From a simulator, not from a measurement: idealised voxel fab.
Name of the process module below: voxel double patterning
We display cut, a cross-section 255 nm in width whose square cells are each 5 nm.
The cross-sections in this document take the form of a grid made of square cells. They are written out as bands, in order from top to bottom. Each band consists of one or more rows of cells.
The entry gives the band's vertical extent as a top height and a bottom height in nm, then its horizontal make-up as materials from left to right, each with a width in nm. "blank" stands for empty space; a single material marked "edge to edge" fills the band edge to edge.
Ref level 0: as-received wafer is one material below here. Bottom band extends down with no lower bound ("0 -> down").
A width such as "30 to 40" changes by the same amount from each row of cells to the next, from the band's top row to its bottom row.
"all unchanged" after a step means that no cell of the cross-section changed.
"Entrapped void list": empty spaces of 8 cells or more with no open way to the top, each given as width x height at distance, distance from the left edge, all in nm.
On a step's line, text after the settings is the simulator commenting on that step.
You can add "overlay nm" to a step's line. For a step with a mask, it describes how far the mask lay to the right of its planned position, and a negative number describes a lay to the left.

**The process steps that were planned are listed below**
1) RECEIVE [material Si]
2) CONFORMAL_DEP [material SiN] [thk nm 10]
3) DIRECTIONAL_DEP [material SiO2] [thk nm 15]
4) DIRECTIONAL_DEP [material SiCN] [thk nm 5]
5) DIRECTIONAL_DEP [material aC] [thk nm 10]
6) PATTERN [tone open] [mask id FIRST] [material resist] [width nm 15] [pitch nm 50] [thk nm 25] [overlay nm 0]
7) DIRECTIONAL_ETCH [etch materials aC] [depth nm 10]
8) STRIP [etch materials resist]
9) DIRECTIONAL_ETCH [etch materials SiCN] [depth nm 5]
10) STRIP [etch materials aC]
11) MASKED_ETCH [tone open] [mask id SECOND] [width nm 15] [etch materials SiCN] [depth nm 5] [overlay nm 0]
12) DIRECTIONAL_ETCH [etch materials SiO2] [depth nm 15]
13) STRIP [etch materials SiCN]

**Incoming wafer, cross-sectional view, post step 1**
  0 -> down = Si edge to edge
  Entrapped void list: none

**End-of-module cross-section of the first of two wafers, processed as planned**
  25 -> 10 = 95 SiO2 / 15 blank / 10 SiO2 / 15 blank / 10 SiO2 / 15 blank / 95 SiO2
  10 -> 0 = SiN edge to edge
  0 -> down = Si edge to edge
  Entrapped void list: none

**Second of two wafers, module complete, sectioned: it shares the first wafer's start and plan but was run with one mistake**
  40 -> 25 = 95 SiO2 / 15 blank / 10 SiO2 / 15 blank / 10 SiO2 / 15 blank / 95 SiO2
  25 -> 10 = SiO2 edge to edge
  10 -> 0 = SiN edge to edge
  0 -> down = Si edge to edge
  Entrapped void list: none
The mistake made against the process plan was this: step 3 of the plan saw execution twice
In the final state, the cell counts of the second wafer exceed or fall short of those of the first for the following materials: 153 more of SiO2
